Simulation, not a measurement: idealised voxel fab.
This section sets out a process module, namely voxel ribs on slabs.
Pictured: cross-section cut, 150 nm wide, on a grid of 5 nm square cells.
Heads up, the way a cross-section reads in here is a grid of square cells, handed over as bands from the top down, with every band being one or more rows of cells.
Read a band's entry like this: the first values are the height of its top and the height of its bottom in nm, and what follows is the sequence of materials from left to right, each with its width in nm. Note that "blank" is empty space, and that a single material marked "everywhere" reaches across the band from edge to edge.
All heights in this document are referenced to 0, defined as the level beneath which the wafer, as received, consists entirely of one material. The lowest band is not bounded below; it extends indefinitely downward and is written in the form "0..down".
A two-number width, for instance "30 to 40", indicates that the width is equal to the first number in the top row of the band and to the second number in the bottom row, and that it changes by a constant amount per row of cells.
You'll sometimes find "no modifications" written for a step, and that's the way of saying that nowhere in the cross-section did a cell change during that step.
Enclosed empty spaces: empty space of 8 cells or more with no open way to the top, each as width x height at its distance from the left edge, in nm
Where a step's line continues beyond its settings, the continuation is a remark by the simulator itself on that step.
A step line may carry the setting "overlay nm", which, for steps involving a mask, states the distance by which the mask lay to the right of its intended position; negative values denote displacement to the left.
Note: before/after cross-section pairs follow, one process step per pair, after-side truncated at the lowest changed band, step and settings given beneath. Different runs of this module on the same starting wafer may supply the pairs; a pair continues the one above only where the "Cross-section, before" entry says so.
Cross-section, before
> 75..50  blank: 70, then resist: 25, then blank: 55
> 50..40  aC everywhere
> 40..25  polySi everywhere
> 25..0  SiO2 everywhere
> 0..down  Si everywhere
> Enclosed empty spaces: none
Cross-Section Thereafter
> 65..50  blank: 70, then resist: 25, then blank: 55
> 50..40  blank: 70, then aC: 25, then blank: 55
> Nothing below the height 40 has changed.
> Enclosed empty spaces: none
Step taken after the before cross-section and before the after cross-section above: DIRECTIONAL_ETCH: etch materials aC, depth nm 10
Cross-section, before: taken from the pair above, after panel.
Cross-Section Thereafter
> 50..40  blank: 70, then aC: 25, then blank: 55
> Nothing below the height 40 has changed.
> Enclosed empty spaces: none
Step taken after the before cross-section and before the after cross-section above: STRIP: etch materials resist
Cross-section, before: taken from the pair above, after panel.
Cross-Section Thereafter
> 50..40  blank: 70, then aC: 25, then blank: 55
> 40..30  blank: 70, then polySi: 25, then blank: 55
> Nothing below the height 30 has changed.
> Enclosed empty spaces: none
Step taken after the before cross-section and before the after cross-section above: DIRECTIONAL_ETCH: etch materials polySi, depth nm 10
Cross-section, before: taken from the pair above, after panel.
Cross-Section Thereafter
> 40..30  blank: 70, then polySi: 25, then blank: 55
> Nothing below the height 30 has changed.
> Enclosed empty spaces: none
Step taken after the before cross-section and before the after cross-section above: STRIP: etch materials aC
Cross-section, before: taken from the pair above, after panel.
Cross-Section Thereafter
> 60..40  blank: 30, then resist: 85, then blank: 35
> 40..30  blank: 30, then resist: 40, then polySi: 25, then resist: 20, then blank: 35
> Nothing below the height 30 has changed.
> Enclosed empty spaces: none
Step taken after the before cross-section and before the after cross-section above: PATTERN: tone cover, mask id SLAB, material resist, width nm 85, thk nm 20, overlay nm 0
Cross-section, before: taken from the pair above, after panel.
Cross-Section Thereafter
> 60..40  blank: 30, then resist: 85, then blank: 35
> 40..30  blank: 30, then resist: 40, then polySi: 25, then resist: 20, then blank: 35
> 30..25  blank: 30, then polySi: 85, then blank: 35
> Nothing below the height 25 has changed.
> Enclosed empty spaces: none
Step taken after the before cross-section and before the after cross-section above: DIRECTIONAL_ETCH: etch materials polySi, depth nm 5
Cross-section, before: taken from the pair above, after panel.
Cross-Section Thereafter
> 40..30  blank: 70, then polySi: 25, then blank: 55
> Nothing below the height 30 has changed.
> Enclosed empty spaces: none
Step taken after the before cross-section and before the after cross-section above: STRIP: etch materials resist
Cross-section, before: taken from the pair above, after panel.
Cross-Section Thereafter
> 65..40  SiO2 everywhere
> 40..30  SiO2: 70, then polySi: 25, then SiO2: 55
> 30..25  SiO2: 30, then polySi: 85, then SiO2: 35
> Nothing below the height 25 has changed.
> Enclosed empty spaces: none
Step taken after the before cross-section and before the after cross-section above: FILL_DEP: material SiO2, thk nm 25
Cross-section, before: taken from the pair above, after panel.
Cross-Section Thereafter
> 60..40  SiO2 everywhere
> Nothing below the height 40 has changed.
> Enclosed empty spaces: none
Step taken after the before cross-section and before the after cross-section above: CMP: height nm 60
Cross-section, before: taken from the pair above, after panel.
Cross-Section Thereafter
> 65..60  W everywhere
> Nothing below the height 60 has changed.
> Enclosed empty spaces: none
Step taken after the before cross-section and before the after cross-section above: DIRECTIONAL_DEP: material W, thk nm 5
Cross-section, before: taken from the pair above, after panel.
Cross-Section Thereafter
> 80..65  aC everywhere
> Nothing below the height 65 has changed.
> Enclosed empty spaces: none
Step taken after the before cross-section and before the after cross-section above: DIRECTIONAL_DEP: material aC, thk nm 15
Cross-section, before: taken from the pair above, after panel.
Cross-Section Thereafter
> 110..80  blank: 55, then resist: 35, then blank: 60
> Nothing below the height 80 has changed.
> Enclosed empty spaces: none
Step taken after the before cross-section and before the after cross-section above: PATTERN: tone cover, mask id HEATER, material resist, width nm 35, thk nm 30, overlay nm 0
Cross-section, before: taken from the pair above, after panel.
Cross-Section Thereafter
> 95..80  blank: 55, then resist: 35, then blank: 60
> 80..65  blank: 55, then aC: 35, then blank: 60
> Nothing below the height 65 has changed.
> Enclosed empty spaces: none
Step taken after the before cross-section and before the after cross-section above: DIRECTIONAL_ETCH: etch materials aC, depth nm 15
Cross-section, before: taken from the pair above, after panel.
Cross-Section Thereafter
> 80..65  blank: 55, then aC: 35, then blank: 60
> Nothing below the height 65 has changed.
> Enclosed empty spaces: none
Step taken after the before cross-section and before the after cross-section above: STRIP: etch materials resist
Cross-section, before: taken from the pair above, after panel.
Cross-Section Thereafter
> 80..65  blank: 55, then aC: 35, then blank: 60
> 65..60  blank: 55, then W: 35, then blank: 60
> Nothing below the height 60 has changed.
> Enclosed empty spaces: none
Step taken after the before cross-section and before the after cross-section above: DIRECTIONAL_ETCH: etch materials W, depth nm 5
Cross-section, before: taken from the pair above, after panel.
Cross-Section Thereafter
> 65..60  blank: 55, then W: 35, then blank: 60
> Nothing below the height 60 has changed.
> Enclosed empty spaces: none
Step taken after the before cross-section and before the after cross-section above: STRIP: etch materials aC
Cross-section, before: taken from the pair above, after panel.
Cross-Section Thereafter
> 70..65  blank: 50, then SiO2: 45, then blank: 55
> 65..60  SiO2: 55, then W: 35, then SiO2: 60
> Nothing below the height 60 has changed.
> Enclosed empty spaces: none
Step taken after the before cross-section and before the after cross-section above: CONFORMAL_DEP: material SiO2, thk nm 5
Cross-section, before
> 65..60  W everywhere
> 60..40  SiO2 everywhere
> 40..30  SiO2: 60, then polySi: 25, then SiO2: 65
> 30..25  SiO2: 30, then polySi: 85, then SiO2: 35
> 25..0  SiO2 everywhere
> 0..down  Si everywhere
> Enclosed empty spaces: none
Cross-Section Thereafter
> 80..65  SiO2 everywhere
> Nothing below the height 65 has changed.
> Enclosed empty spaces: none
Step taken after the before cross-section and before the after cross-section above: DIRECTIONAL_DEP: material SiO2, thk nm 15
Cross-section, before: taken from the pair above, after panel.
Cross-Section Thereafter
> 110..80  blank: 55, then resist: 35, then blank: 60
> Nothing below the height 80 has changed.
> Enclosed empty spaces: none
Step taken after the before cross-section and before the after cross-section above: PATTERN: tone cover, mask id HEATER, material resist, width nm 35, thk nm 30, overlay nm 0
Cross-section, before: taken from the pair above, after panel.
Cross-Section Thereafter
> 95..80  blank: 55, then resist: 35, then blank: 60
> Nothing below the height 80 has changed.
> Enclosed empty spaces: none
Step taken after the before cross-section and before the after cross-section above: DIRECTIONAL_ETCH: etch materials aC, depth nm 15
Cross-section, before: taken from the pair above, after panel.
Cross-Section Thereafter
> 80..65  SiO2 everywhere
> Nothing below the height 65 has changed.
> Enclosed empty spaces: none
Step taken after the before cross-section and before the after cross-section above: STRIP: etch materials resist
Cross-section, before: taken from the pair above, after panel.
Cross-Section Thereafter
> 85..65  SiO2 everywhere
> Nothing below the height 65 has changed.
> Enclosed empty spaces: none
Step taken after the before cross-section and before the after cross-section above: CONFORMAL_DEP: material SiO2, thk nm 5
Cross-section, before
> 40..30  blank: 60, then polySi: 25, then blank: 65
> 30..25  polySi everywhere
> 25..0  SiO2 everywhere
> 0..down  Si everywhere
> Enclosed empty spaces: none
Cross-Section Thereafter
> 60..40  resist: 30, then blank: 85, then resist: 35
> 40..30  resist: 30, then blank: 30, then polySi: 25, then blank: 30, then resist: 35
> Nothing below the height 30 has changed.
> Enclosed empty spaces: none
Step taken after the before cross-section and before the after cross-section above: PATTERN: tone open, mask id SLAB, material resist, width nm 85, thk nm 20, overlay nm 0
Cross-section, before: taken from the pair above, after panel.
Cross-Section Thereafter
> 60..35  resist: 30, then blank: 85, then resist: 35
> 35..30  resist: 30, then blank: 30, then polySi: 25, then blank: 30, then resist: 35
> 30..25  polySi: 30, then blank: 30, then polySi: 25, then blank: 30, then polySi: 35
> Nothing below the height 25 has changed.
> Enclosed empty spaces: none
Step taken after the before cross-section and before the after cross-section above: DIRECTIONAL_ETCH: etch materials polySi, depth nm 5
Cross-section, before: taken from the pair above, after panel.
Cross-Section Thereafter
> 35..30  blank: 60, then polySi: 25, then blank: 65
> Nothing below the height 30 has changed.
> Enclosed empty spaces: none
Step taken after the before cross-section and before the after cross-section above: STRIP: etch materials resist
Cross-section, before: taken from the pair above, after panel.
Cross-Section Thereafter
> 60..35  SiO2 everywhere
> 35..30  SiO2: 60, then polySi: 25, then SiO2: 65
> 30..25  polySi: 30, then SiO2: 30, then polySi: 25, then SiO2: 30, then polySi: 35
> Nothing below the height 25 has changed.
> Enclosed empty spaces: none
Step taken after the before cross-section and before the after cross-section above: FILL_DEP: material SiO2, thk nm 25
Cross-section, before: taken from the pair above, after panel.
Cross-Section Thereafter
> 65..60  W everywhere
> Nothing below the height 60 has changed.
> Enclosed empty spaces: none
Step taken after the before cross-section and before the after cross-section above: DIRECTIONAL_DEP: material W, thk nm 5
Cross-section, before: taken from the pair above, after panel.
Cross-Section Thereafter
> 80..65  aC everywhere
> Nothing below the height 65 has changed.
> Enclosed empty spaces: none
Step taken after the before cross-section and before the after cross-section above: DIRECTIONAL_DEP: material aC, thk nm 15
Cross-section, before: taken from the pair above, after panel.
Cross-Section Thereafter
> 110..80  blank: 55, then resist: 35, then blank: 60
> Nothing below the height 80 has changed.
> Enclosed empty spaces: none
Step taken after the before cross-section and before the after cross-section above: PATTERN: tone cover, mask id HEATER, material resist, width nm 35, thk nm 30, overlay nm 0
Cross-section, before: taken from the pair above, after panel.
Cross-Section Thereafter
> 95..80  blank: 55, then resist: 35, then blank: 60
> 80..65  blank: 55, then aC: 35, then blank: 60
> Nothing below the height 65 has changed.
> Enclosed empty spaces: none
Step taken after the before cross-section and before the after cross-section above: DIRECTIONAL_ETCH: etch materials aC, depth nm 15
Cross-section, before: taken from the pair above, after panel.
Cross-Section Thereafter
> 80..65  blank: 55, then aC: 35, then blank: 60
> Nothing below the height 65 has changed.
> Enclosed empty spaces: none
Step taken after the before cross-section and before the after cross-section above: STRIP: etch materials resist
Cross-section, before: taken from the pair above, after panel.
Cross-Section Thereafter
> 80..65  blank: 55, then aC: 35, then blank: 60
> 65..60  blank: 55, then W: 35, then blank: 60
> Nothing below the height 60 has changed.
> Enclosed empty spaces: none
Step taken after the before cross-section and before the after cross-section above: DIRECTIONAL_ETCH: etch materials W, depth nm 5
Cross-section, before: taken from the pair above, after panel.
Cross-Section Thereafter
> 65..60  blank: 55, then W: 35, then blank: 60
> Nothing below the height 60 has changed.
> Enclosed empty spaces: none
Step taken after the before cross-section and before the after cross-section above: STRIP: etch materials aC
Cross-section, before: taken from the pair above, after panel.
Cross-Section Thereafter
> 70..65  blank: 50, then SiO2: 45, then blank: 55
> 65..60  SiO2: 55, then W: 35, then SiO2: 60
> Nothing below the height 60 has changed.
> Enclosed empty spaces: none
Step taken after the before cross-section and before the after cross-section above: CONFORMAL_DEP: material SiO2, thk nm 5
